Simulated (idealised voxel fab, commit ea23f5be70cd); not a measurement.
process module | voxel fin reveal
In the cross-section labelled cut, the width is 275 nm and each square cell is 5 nm.
The cross-sections in this document take the form of a grid made of square cells. They are written out as bands, in order from top to bottom. Each band consists of one or more rows of cells. Quick guide to a band line: top height, bottom height (nm) up front; then every material left to right with its width in nm. Only one material and it's marked "everywhere"? Then it fills the band edge to edge. And "empty" just means empty space. It should be noted that heights are counted from 0, beneath which the wafer as supplied is of one material throughout, and that the lowest band possesses no lower boundary but continues downward, as written in "0 -> down". Width spec "30..40" -> top row of cells at first value, bottom row at second value, equal per-row change in between. For the purposes of this document, the phrase "same as before" attached to a step denotes that no cell within the cross-section was modified by that step. Basically, "Entrapped voids" tells you about the enclosed voids: empty spaces with no open way to the top, 8 cells or bigger, each written width x height at distance, where distance is from the left edge, all in nm. Step line, after settings: the simulator's comment on this step. overlay nm: how far to the right of its planned place the mask lay on this masked step (negative: to the left).

[Steps in the process plan]
1,RECEIVE: material Si
2,CONFORMAL_DEP: material SiN, thk nm 10
3,MASKED_ETCH: tone cover, mask id FINS, width nm 15, pitch nm 45, etch materials SiN, depth nm 10, overlay nm 0
4,MASKED_ETCH: tone cover, mask id FINS, width nm 15, pitch nm 45, etch materials Si, depth nm 35, overlay nm 0
5,OXIDIZE: depth nm 5
6,FILL_DEP: material SiO2, thk nm 15
7,CMP: height nm 10
8,SELECTIVE_ETCH: etch materials SiO2, depth nm 20
9,STRIP: etch materials SiN

[Cross-section of the wafer at receipt, which is the condition after step 1]
> 0 -> down | Si everywhere
> Entrapped voids: none

[End-of-module cross-section. Starting structure and process plan as above; one mistake made in running it]
> 0 -> -5 | 55 Si / 25 empty / 20 Si / 25 empty / 20 Si / 25 empty / 20 Si / 25 empty / 60 Si
> -5 -> down | Si everywhere
> Entrapped voids: none
Nonconformance to the process plan: for step 3, the planned setting was not used; the step was instead run as MASKED_ETCH: tone open, mask id FINS, width nm 15, pitch nm 45, etch materials SiN, depth nm 10, overlay nm 0
